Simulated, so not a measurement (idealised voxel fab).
This section sets out a process module, namely voxel gate over fins.
The width of the displayed cross-section, cut, is 205 nm; its cells are square, with a size of 5 nm.
Cross-section spec: square-cell grid; bands listed top down; each band is one or more rows.
Heights first: top, then bottom, in nm. Then materials, left to right, each with a width in nm. "full width" on a single material: fills the band edge to edge. "air": empty space.
Measure heights from 0. That's the level where, below it, the as-received wafer is all one material. The lowest band is bottomless and extends downward; write it as in "0 down".
So if you see something like "30..40" for the width, read it as the top row of the band sitting at the first number and the bottom row at the second, with every row in between moving by the same amount as the last.
It should be understood that the words "nothing got changed", when stated for a given step, signify that the cross-section underwent no change in any of its cells during that step.
"Closed void inventory" - sealed voids, min. 8 cells, no opening to top; format: width x height at distance (distance from left edge; nm throughout).
Whatever follows a step's settings on its line is a remark the simulator itself makes about that step.
overlay nm: on a step with a mask, how far right of its planned place the mask lay; negative means left.
The process steps that were planned are listed below
| 1 | RECEIVE [material Si] |
| 2 | CONFORMAL_DEP [material SiN] [thk nm 5] |
| 3 | MASKED_ETCH [tone cover] [mask id FINS] [width nm 15] [pitch nm 40] [etch materials SiN] [depth nm 5] [overlay nm 0] |
| 4 | MASKED_ETCH [tone cover] [mask id FINS] [width nm 15] [pitch nm 40] [etch materials Si] [depth nm 40] [overlay nm 0] |
| 5 | OXIDIZE [depth nm 5] |
| 6 | FILL_DEP [material SiO2] [thk nm 5] |
| 7 | CMP [height nm 5] |
| 8 | SELECTIVE_ETCH [etch materials SiO2] [depth nm 15] |
| 9 | STRIP [etch materials SiN] |
| 10 | CONFORMAL_DEP [material HfO2] [thk nm 5] |
| 11 | CONFORMAL_DEP [material TiN] [thk nm 5] |
| 12 | FILL_DEP [material W] [thk nm 15] |
| 13 | CMP [height nm 20] |
| 14 | CONFORMAL_DEP [material SiCN] [thk nm 10] |
Don't read the plan's thk nm for step 2 as applying to every wafer: that's the first wafer's value, and the wafers differ in it, though they all start identical.
Cross-sectional view of the first of several wafers in the as-received condition, corresponding to the state following step 1
	0 down = Si full width
	Closed void inventory: none
After the module's final step, step 14: the first of several wafers in cross-section
	30 to 20 = SiCN full width
	20 to 10 = W full width
	10 to 5 = W 70 nm | TiN 25 nm | W 15 nm | TiN 25 nm | W 70 nm
	5 to 0 = W 70 nm | TiN 5 nm | HfO2 15 nm | TiN 5 nm | W 15 nm | TiN 5 nm | HfO2 15 nm | TiN 5 nm | W 70 nm
	0 to -5 = TiN 75 nm | HfO2 5 nm | Si 5 nm | HfO2 5 nm | TiN 25 nm | HfO2 5 nm | Si 5 nm | HfO2 5 nm | TiN 75 nm
	-5 to -10 = HfO2 80 nm | Si 5 nm | HfO2 35 nm | Si 5 nm | HfO2 80 nm
	-10 to -45 = SiO2 80 nm | Si 5 nm | SiO2 35 nm | Si 5 nm | SiO2 80 nm
	-45 down = Si full width
	Closed void inventory: none
Cross-sectional view of the final wafer of several at the module's end
	30 to 20 = SiCN full width
	20 to 10 = W full width
	10 to 5 = TiN full width
	5 to 0 = HfO2 full width
	0 down = Si full width
	Closed void inventory: none
Rows = wafers. At module end, each row lists per material the cells gained (+) or lost (-) since the wafer was received, then the closed voids
thk nm 5, +49 HfO2, -351 Si, +82 SiCN, +273 SiO2, +49 TiN, +144 W, Closed void inventory: none
thk nm 10, +41 HfO2, +82 SiCN, +41 TiN, +82 W, Closed void inventory: none
thk nm 15, +41 HfO2, +82 SiCN, +41 TiN, +82 W, Closed void inventory: none
thk nm 20, +41 HfO2, +82 SiCN, +41 TiN, +82 W, Closed void inventory: none
